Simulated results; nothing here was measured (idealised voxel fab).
Process module in this document: voxel spacer lines
Square cell edge 5 nm, section width 280 nm, ID cut.
Cross-section = grid of square cells, listed top down in bands; band = one or more rows.
Each band's line starts with the height of the band's top and of its bottom, in nm. Then come its materials from left to right, each with its width in nm. One material with "throughout" fills the band from edge to edge. "empty" is empty space.
All heights in this document are referenced to 0, defined as the level beneath which the wafer, as received, consists entirely of one material. The lowest band is not bounded below; it extends indefinitely downward and is written in the form "0 down".
Note: "30..40" means the width goes from the first number (top row of the band) to the second number (bottom row) in equal steps per row of cells.
When a step is marked "nothing different", none of the cells in the cross-section changed during that step.
Under "Closed cavity list" you'll find the enclosed gaps, the ones with no way out to the top, that are 8 cells or bigger; each reads width x height at distance, with distance counted from the left edge, everything in nm.
Step line, after settings: the simulator's comment on this step.
If you see "overlay nm" on a step's line and that step has a mask, it's telling you how far right of where it was planned the mask ended up; a negative number means it went left instead.

## Intended process steps
1) op RECEIVE | material Si
2) op CONFORMAL_DEP | material Al2O3 | thk nm 10
3) op DIRECTIONAL_DEP | material polySi | thk nm 15
4) op DIRECTIONAL_DEP | material aC | thk nm 20
5) op PATTERN | tone cover | mask id MANDREL | material resist | width nm 20 | pitch nm 60 | thk nm 30 | overlay nm 0
6) op DIRECTIONAL_ETCH | etch materials aC | depth nm 20
7) op STRIP | etch materials resist
8) op CONFORMAL_DEP | material SiO2 | thk nm 10
9) op DIRECTIONAL_ETCH | etch materials SiO2 | depth nm 10
10) op STRIP | etch materials aC
11) op DIRECTIONAL_ETCH | etch materials polySi | depth nm 15
12) op STRIP | etch materials SiO2

## Cross-section, incoming material, after step 1
* 0 down = Si throughout
* Closed cavity list: none

## What the wafer looks like in cross-section after this module, when it starts as shown above and follows the plan above but one mistake is made in running it
* 40 to 25 = empty (90)  polySi (10)  empty (20)  polySi (10)  empty (20)  polySi (10)  empty (20)  polySi (10)  empty (90)
* 25 to 10 = polySi throughout
* 10 to 0 = Al2O3 throughout
* 0 down = Si throughout
* Closed cavity list: none
The plan and the run diverged here: step 3 of the plan was executed twice over
